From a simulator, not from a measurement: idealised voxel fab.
This is a process module. Its name is voxel released beams.
Xsec cut, 245 nm wide, square cell size 5 nm.
Each cross-section below is a grid of square cells, stated as bands in top-down order, with one or more rows of cells making up each band. For a band, the entry starts with two heights in nm, that of the top and then that of the bottom, and carries on with the band's materials in order from left to right, each alongside its width in nm; the word "everywhere" beside a single material means it fills the band edge to edge, and "air" means empty space. Note: height 0 marks the level under which the wafer is uniformly one material as received. Lowest band unbounded below, written "0 and below". The two numbers in a width such as "30->40" mark its ends across the band: the first belongs to the top row of cells, the second to the bottom row, and from each row to the next the width moves by the same amount. For the purposes of this document, the phrase "no alteration" attached to a step denotes that no cell within the cross-section was modified by that step. Look at "Closed void inventory" for the closed voids: empty spaces with no open path to the top, sized 8 cells or up. Each is width x height at distance, distance from the left edge, all nm. That trailing text on a step's line, after the settings, is the simulator's own remark on the step. overlay nm: mask right of planned place by this much (step with mask). Neg. = left.

**Intended process steps**
step 1: RECEIVE with material Si
step 2: CONFORMAL_DEP with material Al2O3, thk nm 10
step 3: DIRECTIONAL_DEP with material SiO2, thk nm 10
step 4: DIRECTIONAL_DEP with material aC, thk nm 10
step 5: PATTERN with tone open, mask id ANCHOR, material resist, width nm 35, thk nm 25, overlay nm 0
step 6: DIRECTIONAL_ETCH with etch materials aC, depth nm 10
step 7: STRIP with etch materials resist
step 8: DIRECTIONAL_ETCH with etch materials SiO2, depth nm 10
step 9: STRIP with etch materials aC
step 10: CONFORMAL_DEP with material W, thk nm 15
step 11: DIRECTIONAL_DEP with material aC, thk nm 15
step 12: PATTERN with tone cover, mask id BEAM, material resist, width nm 105, thk nm 30, overlay nm 0
step 13: DIRECTIONAL_ETCH with etch materials aC, depth nm 15
step 14: STRIP with etch materials resist
step 15: DIRECTIONAL_ETCH with etch materials W, depth nm 15
step 16: STRIP with etch materials aC
step 17: STRIP with etch materials SiO2

**Wafer at receipt (post step 1), cross-section**
	0 and below: Si everywhere
	Closed void inventory: none

**End-of-module cross-section of the first of two wafers, processed as planned**
	35 down to 25: air 65; W 20; air 5; W 80; air 75
	25 down to 20: air 65; W 105; air 75
	20 down to 10: air 70; W 35; air 140
	10 down to 0: Al2O3 everywhere
	0 and below: Si everywhere
	Closed void inventory: none

**Cross-sectional view of the second of two wafers upon completion of the module. This wafer shared its starting condition and process plan with the first; one error was made during its execution**
	35 down to 25: air 55; W 30; air 5; W 70; air 85
	25 down to 20: air 55; W 105; air 85
	20 down to 10: air 70; W 35; air 140
	10 down to 0: Al2O3 everywhere
	0 and below: Si everywhere
	Closed void inventory: none
what went wrong: note that step 12 departed from the planned setting and was carried out as PATTERN with tone cover, mask id BEAM, material resist, width nm 105, thk nm 30, overlay nm -10
Both wafers, final: cells per material equal; arrangement not.
